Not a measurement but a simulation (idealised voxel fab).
The following is a process module called voxel ribs on slabs.
The figure presents cross-section cut, which has a width of 190 nm and is divided into square cells with an edge length of 5 nm.
If you're reading a cross-section in this doc, picture square cells in a grid; it comes to you as bands, top ones listed first down to the bottom, and a band can be one or more rows of cells. What a band's entry tells you: where the top is and where the bottom is, as heights in nm, and after that what lies inside, material by material from left to right, each with its width in nm. Empty space is written as the word "empty", and a single material marked with the word "everywhere" occupies the band from edge to edge. The reference from which all heights are counted is 0, the level beneath which the as-received wafer is entirely one material; the lowest band, having no lower bound, proceeds downward and is written after the example "0 nm and below". So if you see something like "30..40" for the width, read it as the top row of the band sitting at the first number and the bottom row at the second, with every row in between moving by the same amount as the last. "nothing different" after a step means that no cell of the cross-section changed. Any empty space of 8 cells or more lacking an open way to the top shows up in "Sealed internal voids" as width x height at distance, distance from the left edge, in nm. On each step's line, the part that comes after the settings is the simulator's own comment on the step. Each step line may optionally specify "overlay nm", which for a step with a mask gives the rightward distance between the mask's planned place and where it lay, a negative value indicating the leftward direction.

-- Steps in the process plan
1,RECEIVE [material Si]
2,DIRECTIONAL_DEP [material SiO2] [thk nm 20]
3,DIRECTIONAL_DEP [material SiN] [thk nm 20]
4,DIRECTIONAL_DEP [material aC] [thk nm 10]
5,PATTERN [tone cover] [mask id RIB] [material resist] [width nm 30] [thk nm 30] [overlay nm 0]
6,DIRECTIONAL_ETCH [etch materials aC] [depth nm 10]
7,STRIP [etch materials resist]
8,DIRECTIONAL_ETCH [etch materials SiN] [depth nm 10]
9,STRIP [etch materials aC]
10,MASKED_ETCH [tone cover] [mask id SLAB] [width nm 70] [etch materials SiN] [depth nm 10] [overlay nm 0]
11,FILL_DEP [material SiO2] [thk nm 20]
12,CMP [height nm 55]
13,DIRECTIONAL_DEP [material TiN] [thk nm 10]
14,PATTERN [tone cover] [mask id HEATER] [material resist] [width nm 40] [thk nm 20] [overlay nm 0]
15,DIRECTIONAL_ETCH [etch materials TiN] [depth nm 10]
16,STRIP [etch materials resist]
17,CONFORMAL_DEP [material SiN] [thk nm 5]

-- On the first of the two wafers: run conducted according to plan

-- Cross-section of the wafer upon arrival, representing the state reached after step 1
    0 nm and below | Si everywhere
    Sealed internal voids: none

-- You're looking at a cross-section of the wafer after step 2
    20 nm to 0 nm | SiO2 everywhere
    Under the height 0 nothing was changed.

-- You're looking at a cross-section of the wafer after step 3
    40 nm to 20 nm | SiN everywhere
    Under the height 20 nothing was changed.

-- You're looking at a cross-section of the wafer after step 4
    50 nm to 40 nm | aC everywhere
    Under the height 40 nothing was changed.

-- You're looking at a cross-section of the wafer after step 5
    80 nm to 50 nm | empty: 80, resist: 30, empty: 80
    Under the height 50 nothing was changed.

-- You're looking at a cross-section of the wafer after step 6
    70 nm to 50 nm | empty: 80, resist: 30, empty: 80
    50 nm to 40 nm | empty: 80, aC: 30, empty: 80
    Under the height 40 nothing was changed.

-- You're looking at a cross-section of the wafer after step 7
    50 nm to 40 nm | empty: 80, aC: 30, empty: 80
    Under the height 40 nothing was changed.

-- You're looking at a cross-section of the wafer after step 8
    50 nm to 40 nm | empty: 80, aC: 30, empty: 80
    40 nm to 30 nm | empty: 80, SiN: 30, empty: 80
    Under the height 30 nothing was changed.

-- You're looking at a cross-section of the wafer after step 9
    40 nm to 30 nm | empty: 80, SiN: 30, empty: 80
    Under the height 30 nothing was changed.

-- You're looking at a cross-section of the wafer after step 10
    40 nm to 30 nm | empty: 80, SiN: 30, empty: 80
    30 nm to 20 nm | empty: 60, SiN: 70, empty: 60
    Under the height 20 nothing was changed.

-- You're looking at a cross-section of the wafer after step 11
    60 nm to 40 nm | SiO2 everywhere
    40 nm to 30 nm | SiO2: 80, SiN: 30, SiO2: 80
    30 nm to 20 nm | SiO2: 60, SiN: 70, SiO2: 60
    Under the height 20 nothing was changed.

-- You're looking at a cross-section of the wafer after step 12
    55 nm to 40 nm | SiO2 everywhere
    Under the height 40 nothing was changed.

-- You're looking at a cross-section of the wafer after step 13
    65 nm to 55 nm | TiN everywhere
    Under the height 55 nothing was changed.

-- You're looking at a cross-section of the wafer after step 14
    85 nm to 65 nm | empty: 75, resist: 40, empty: 75
    Under the height 65 nothing was changed.

-- You're looking at a cross-section of the wafer after step 15
    85 nm to 65 nm | empty: 75, resist: 40, empty: 75
    65 nm to 55 nm | empty: 75, TiN: 40, empty: 75
    Under the height 55 nothing was changed.

-- You're looking at a cross-section of the wafer after step 16
    65 nm to 55 nm | empty: 75, TiN: 40, empty: 75
    Under the height 55 nothing was changed.

-- You're looking at a cross-section of the wafer after step 17
    70 nm to 65 nm | empty: 70, SiN: 50, empty: 70
    65 nm to 60 nm | empty: 70, SiN: 5, TiN: 40, SiN: 5, empty: 70
    60 nm to 55 nm | SiN: 75, TiN: 40, SiN: 75
    Under the height 55 nothing was changed.

-- Companion wafer, the second of two: same beginning, same intended sequence, one mistake in carrying it out; through step 9 inclusive it tracks the first exactly

-- Cross-section of the second wafer at the time by which step 10 should have been completed according to the plan
    40 nm to 30 nm | empty: 80, SiN: 30, empty: 80
    30 nm to 20 nm | empty: 65, SiN: 70, empty: 55
    Under the height 20 nothing was changed.

-- Cross-section of the second wafer at the time by which step 11 should have been completed according to the plan
    60 nm to 40 nm | SiO2 everywhere
    40 nm to 30 nm | SiO2: 80, SiN: 30, SiO2: 80
    30 nm to 20 nm | SiO2: 65, SiN: 70, SiO2: 55
    Under the height 20 nothing was changed.

-- Cross-section of the second wafer at the time by which step 12 should have been completed according to the plan
    55 nm to 40 nm | SiO2 everywhere
    Under the height 40 nothing was changed.

-- Cross-section of the second wafer at the time by which step 13 should have been completed according to the plan
    65 nm to 55 nm | TiN everywhere
    Under the height 55 nothing was changed.

-- Cross-section of the second wafer at the time by which step 14 should have been completed according to the plan
    85 nm to 65 nm | empty: 75, resist: 40, empty: 75
    Under the height 65 nothing was changed.

-- Cross-section of the second wafer at the time by which step 15 should have been completed according to the plan
    85 nm to 65 nm | empty: 75, resist: 40, empty: 75
    65 nm to 55 nm | empty: 75, TiN: 40, empty: 75
    Under the height 55 nothing was changed.

-- Cross-section of the second wafer at the time by which step 16 should have been completed according to the plan
    65 nm to 55 nm | empty: 75, TiN: 40, empty: 75
    Under the height 55 nothing was changed.

-- Cross-section of the second wafer at the time by which step 17 should have been completed according to the plan
    70 nm to 65 nm | empty: 70, SiN: 50, empty: 70
    65 nm to 60 nm | empty: 70, SiN: 5, TiN: 40, SiN: 5, empty: 70
    60 nm to 55 nm | SiN: 75, TiN: 40, SiN: 75
    Under the height 55 nothing was changed.
Processing error: note that step 10 departed from the planned setting and was carried out as MASKED_ETCH [tone cover] [mask id SLAB] [width nm 70] [etch materials SiN] [depth nm 10] [overlay nm 5]
At the end, each material covers as many cells on the second wafer as it does on the first, though the cells it covers are elsewhere.
